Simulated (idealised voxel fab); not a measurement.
process module | voxel wiring stack
cross-section cut | 155 nm wide | cells 5 nm
A cross-section is a grid of square cells, given in bands from the top down. A band is one or more rows of cells.
Each band's line starts with the height of the band's top and of its bottom, in nm. Then come its materials from left to right, each with its width in nm. One material with "throughout" fills the band from edge to edge. "air" is empty space.
Height 0 is the level under which the wafer as received is all one material. The lowest band goes on downwards, as in "0 down".
A width such as "30 to 40" changes by the same amount from each row of cells to the next, from the band's top row to its bottom row.
"no change" after a step means that no cell of the cross-section changed.
closed voids: empty space of 8 cells or more with no open way to the top, each as width x height at its distance from the left edge, in nm
after a step's settings: what the simulator itself notes on the step
overlay nm, on a step with a mask: how far to the right of its planned place the mask lay; to the left if negative
plan
1 op RECEIVE | material Si
2 op CONFORMAL_DEP | material SiO2 | thk nm 15
3 op DIRECTIONAL_DEP | material TiN | thk nm 5
4 op DIRECTIONAL_DEP | material W | thk nm 15
5 op MASKED_ETCH | tone cover | mask id METAL_1 | width nm 20 | pitch nm 45 | etch materials W | depth nm 15 | overlay nm 0
6 op MASKED_ETCH | tone cover | mask id METAL_1 | width nm 20 | pitch nm 45 | etch materials TiN | depth nm 5 | overlay nm 0
7 op CONFORMAL_DEP | material SiN | thk nm 5
8 op FILL_DEP | material lowk | thk nm 5
9 op CMP | height nm 35
10 op CONFORMAL_DEP | material SiCN | thk nm 5
11 op DIRECTIONAL_DEP | material lowk | thk nm 15
12 op PATTERN | tone open | mask id PLUG_1 | material resist | width nm 15 | pitch nm 90 | thk nm 15 | overlay nm 0
13 op DIRECTIONAL_ETCH | etch materials lowk | depth nm 15
14 op DIRECTIONAL_ETCH | etch materials SiCN | depth nm 5
15 op STRIP | etch materials resist
16 op CONFORMAL_DEP | material TiN | thk nm 5
17 op FILL_DEP | material W | thk nm 10
18 op CMP | height nm 55
19 op CONFORMAL_DEP | material SiN | thk nm 5
20 op DIRECTIONAL_DEP | material SiO2 | thk nm 25
21 op DIRECTIONAL_DEP | material aC | thk nm 15
22 op PATTERN | tone open | mask id METAL_2 | material resist | width nm 20 | pitch nm 45 | thk nm 30 | overlay nm 0
23 op DIRECTIONAL_ETCH | etch materials aC | depth nm 15
24 op STRIP | etch materials resist
25 op DIRECTIONAL_ETCH | etch materials SiO2 | depth nm 25
26 op DIRECTIONAL_ETCH | etch materials SiN | depth nm 5
27 op STRIP | etch materials aC
28 op CONFORMAL_DEP | material TiN | thk nm 5
29 op FILL_DEP | material W | thk nm 10
30 op CMP | height nm 85
31 op CONFORMAL_DEP | material SiCN | thk nm 5
32 op DIRECTIONAL_DEP | material SiO2 | thk nm 20
33 op DIRECTIONAL_DEP | material aC | thk nm 10
34 op PATTERN | tone open | mask id PLUG_2 | material resist | width nm 15 | pitch nm 90 | thk nm 30 | overlay nm 0
35 op DIRECTIONAL_ETCH | etch materials aC | depth nm 10
36 op STRIP | etch materials resist
37 op DIRECTIONAL_ETCH | etch materials SiO2 | depth nm 20
38 op DIRECTIONAL_ETCH | etch materials SiCN | depth nm 5
39 op STRIP | etch materials aC
40 op EPI | material Ru | thk nm 10
41 op EPI | material Ru | thk nm 10
42 op EPI | material Ru | thk nm 5
43 op CONFORMAL_DEP | material SiN | thk nm 5
44 op DIRECTIONAL_DEP | material lowk | thk nm 25
45 op MASKED_ETCH | tone open | mask id METAL_3 | width nm 20 | pitch nm 45 | etch materials lowk | depth nm 25 | overlay nm 0
46 op MASKED_ETCH | tone open | mask id METAL_3 | width nm 20 | pitch nm 45 | etch materials SiN | depth nm 5 | overlay nm 0
47 op CONFORMAL_DEP | material TiN | thk nm 5
48 op FILL_DEP | material Cu | thk nm 10
49 op CMP | height nm 140
50 op CONFORMAL_DEP | material SiCN | thk nm 5
51 op DIRECTIONAL_DEP | material lowk | thk nm 10
52 op DIRECTIONAL_DEP | material aC | thk nm 10
53 op PATTERN | tone open | mask id PLUG_3 | material resist | width nm 15 | pitch nm 45 | thk nm 25 | overlay nm 0
54 op DIRECTIONAL_ETCH | etch materials aC | depth nm 10
55 op STRIP | etch materials resist
56 op DIRECTIONAL_ETCH | etch materials lowk | depth nm 10
57 op DIRECTIONAL_ETCH | etch materials SiCN | depth nm 5
58 op STRIP | etch materials aC
59 op CONFORMAL_DEP | material TiN | thk nm 5
60 op FILL_DEP | material W | thk nm 5
61 op CMP | height nm 155
62 op DIRECTIONAL_DEP | material TiN | thk nm 5
63 op DIRECTIONAL_DEP | material W | thk nm 15
64 op PATTERN | tone cover | mask id METAL_4 | material resist | width nm 20 | pitch nm 45 | thk nm 20 | overlay nm 0
65 op DIRECTIONAL_ETCH | etch materials W | depth nm 15
66 op DIRECTIONAL_ETCH | etch materials TiN | depth nm 5
67 op STRIP | etch materials resist
68 op CONFORMAL_DEP | material SiCN | thk nm 5
69 op FILL_DEP | material lowk | thk nm 5
70 op CMP | height nm 175
71 op CONFORMAL_DEP | material SiCN | thk nm 5
as received, after step 1
  0 down: Si throughout
  closed voids: none
first wafer at the end, as planned
  180 to 175: SiCN throughout
  175 to 160: lowk 15 | SiCN 5 | W 20 | SiCN 5 | lowk 15 | SiCN 5 | W 20 | SiCN 5 | lowk 15 | SiCN 5 | W 20 | SiCN 5 | lowk 20
  160 to 155: SiCN 20 | TiN 20 | SiCN 25 | TiN 20 | SiCN 25 | TiN 20 | SiCN 25
  155 to 145: lowk 20 | TiN 5 | W 5 | TiN 5 | lowk 30 | TiN 5 | W 5 | TiN 5 | lowk 30 | TiN 5 | W 5 | TiN 5 | lowk 30
  145 to 140: SiCN 20 | TiN 15 | SiCN 30 | TiN 15 | SiCN 30 | TiN 15 | SiCN 30
  140 to 115: lowk 20 | TiN 5 | Cu 10 | TiN 5 | lowk 25 | TiN 5 | Cu 10 | TiN 5 | lowk 25 | TiN 5 | Cu 10 | TiN 5 | lowk 25
  115 to 110: SiN 20 | TiN 20 | SiN 25 | TiN 20 | SiN 25 | TiN 20 | SiN 25
  110 to 90: SiO2 20 | Ru 15 | SiO2 75 | Ru 15 | SiO2 30
  90 to 85: SiCN 20 | Ru 15 | SiCN 75 | Ru 15 | SiCN 30
  85 to 60: SiO2 20 | TiN 5 | W 10 | TiN 5 | SiO2 25 | TiN 5 | W 10 | TiN 5 | SiO2 25 | TiN 5 | W 10 | TiN 5 | SiO2 25
  60 to 55: SiN 20 | TiN 20 | SiN 25 | TiN 20 | SiN 25 | TiN 20 | SiN 25
  55 to 40: lowk 20 | TiN 5 | W 5 | TiN 5 | lowk 75 | TiN 5 | W 5 | TiN 5 | lowk 30
  40 to 35: SiCN 20 | TiN 15 | SiCN 75 | TiN 15 | SiCN 30
  35 to 20: lowk 15 | SiN 5 | W 20 | SiN 5 | lowk 15 | SiN 5 | W 20 | SiN 5 | lowk 15 | SiN 5 | W 20 | SiN 5 | lowk 20
  20 to 15: SiN 20 | TiN 20 | SiN 25 | TiN 20 | SiN 25 | TiN 20 | SiN 25
  15 to 0: SiO2 throughout
  0 down: Si throughout
  closed voids: none
second wafer at the end: like start, like plan, one mistake
  180 to 175: SiCN throughout
  175 to 160: lowk 15 | SiCN 5 | W 20 | SiCN 5 | lowk 15 | SiCN 5 | W 20 | SiCN 5 | lowk 15 | SiCN 5 | W 20 | SiCN 5 | lowk 20
  160 to 155: SiCN 20 | TiN 20 | SiCN 25 | TiN 20 | SiCN 25 | TiN 20 | SiCN 25
  155 to 145: lowk 20 | TiN 5 | W 5 | TiN 5 | lowk 30 | TiN 5 | W 5 | TiN 5 | lowk 30 | TiN 5 | W 5 | TiN 5 | lowk 30
  145 to 140: SiCN 20 | TiN 15 | SiCN 30 | TiN 15 | SiCN 30 | TiN 15 | SiCN 30
  140 to 135: TiN 25 | Cu 10 | TiN 35 | Cu 10 | TiN 35 | Cu 10 | TiN 30
  135 to 115: lowk 20 | TiN 5 | Cu 10 | TiN 5 | lowk 25 | TiN 5 | Cu 10 | TiN 5 | lowk 25 | TiN 5 | Cu 10 | TiN 5 | lowk 25
  115 to 110: lowk 20 | TiN 20 | lowk 25 | TiN 20 | lowk 25 | TiN 20 | lowk 25
  110 to 90: SiO2 20 | Ru 15 | SiO2 75 | Ru 15 | SiO2 30
  90 to 85: SiCN 20 | Ru 15 | SiCN 75 | Ru 15 | SiCN 30
  85 to 60: SiO2 20 | TiN 5 | W 10 | TiN 5 | SiO2 25 | TiN 5 | W 10 | TiN 5 | SiO2 25 | TiN 5 | W 10 | TiN 5 | SiO2 25
  60 to 55: SiN 20 | TiN 20 | SiN 25 | TiN 20 | SiN 25 | TiN 20 | SiN 25
  55 to 40: lowk 20 | TiN 5 | W 5 | TiN 5 | lowk 75 | TiN 5 | W 5 | TiN 5 | lowk 30
  40 to 35: SiCN 20 | TiN 15 | SiCN 75 | TiN 15 | SiCN 30
  35 to 20: lowk 15 | SiN 5 | W 20 | SiN 5 | lowk 15 | SiN 5 | W 20 | SiN 5 | lowk 15 | SiN 5 | W 20 | SiN 5 | lowk 20
  20 to 15: SiN 20 | TiN 20 | SiN 25 | TiN 20 | SiN 25 | TiN 20 | SiN 25
  15 to 0: SiO2 throughout
  0 down: Si throughout
  closed voids: none
what went wrong: step 43 was left out
at the end the second wafer has, in cells: 19 fewer of SiN | 19 more of TiN
